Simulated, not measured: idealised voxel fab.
The following is a process module called voxel air gaps.
Shown is cross-section cut, with a width of 170 nm and square cells of size 5 nm.
We lay out every cross-section as a grid of square cells and spell it out in bands from the top down, where one band means one or more rows of cells.
Quick guide to a band line: top height, bottom height (nm) up front; then every material left to right with its width in nm. Only one material and it's marked "everywhere"? Then it fills the band edge to edge. And "empty" just means empty space.
Heads up on the height convention: 0 is the point under which the incoming wafer is all one material, and the lowest band has no bottom, it just keeps going down, like "0 and below".
When a width is written as two numbers, as in "30 to 40", the first number is the width in the top row of cells of the band and the second is the width in its bottom row, and the width changes by the same amount from each row to the next.
"nothing changed" for a step: no cell of the cross-section changed in that step.
Entry "Sealed internal voids". Content: empty spaces with no open connection to the top, size 8 cells or greater. Each: width x height at distance. Distance: from left edge. Unit: nm.
Note: text after step settings on the step line = simulator remark on that step.
The setting "overlay nm" may be written on the line of a step. When the step uses a mask, the value reports how far to the right of the planned place the mask lay, and a negative value reports that it lay to the left.
[Below is the list of planned process steps]
1. RECEIVE, material Si
2. CONFORMAL_DEP, material SiO2, thk nm 10
3. CONFORMAL_DEP, material SiN, thk nm 5
4. DIRECTIONAL_DEP, material SiO2, thk nm 40
5. PATTERN, tone open, mask id LINES, material resist, width nm 25, pitch nm 50, thk nm 20, overlay nm 0
6. DIRECTIONAL_ETCH, etch materials SiO2, depth nm 40
7. STRIP, etch materials resist
8. CONFORMAL_DEP, material TiN, thk nm 5
9. FILL_DEP, material Cu, thk nm 5
10. CMP, height nm 55
11. EPI, material Ru, thk nm 10
12. SELECTIVE_ETCH, etch materials SiO2, depth nm 50
13. CONFORMAL_DEP, material SiN, thk nm 5
[Cross-section: wafer on arrival = after step 1]
	0 and below  Si everywhere
	Sealed internal voids: none
[Figure: cross-sectional view of the wafer upon completion of the module, processed from the initial state and according to the plan depicted above, with one error introduced during execution]
	70 down to 65  empty: 5  SiN: 155  empty: 10
	65 down to 55  empty: 5  SiN: 5  Ru: 45  SiN: 5  Ru: 45  SiN: 5  Ru: 45  SiN: 5  empty: 10
	55 down to 50  empty: 5  SiN: 15  TiN: 5  Cu: 15  TiN: 5  SiN: 25  TiN: 5  Cu: 15  TiN: 5  SiN: 25  TiN: 5  Cu: 15  TiN: 5  SiN: 15  empty: 10
	50 down to 20  empty: 15  SiN: 5  TiN: 5  Cu: 15  TiN: 5  SiN: 5  empty: 15  SiN: 5  TiN: 5  Cu: 15  TiN: 5  SiN: 5  empty: 15  SiN: 5  TiN: 5  Cu: 15  TiN: 5  SiN: 5  empty: 20
	20 down to 15  SiN: 20  TiN: 25  SiN: 25  TiN: 25  SiN: 25  TiN: 25  SiN: 25
	15 down to 10  SiN everywhere
	10 down to 0  Ru everywhere
	0 and below  Si everywhere
	Sealed internal voids: 15 x 30 at 50; 15 x 30 at 100
Plan not followed: step 2 changed vs plan, executed as CONFORMAL_DEP, material Ru, thk nm 10
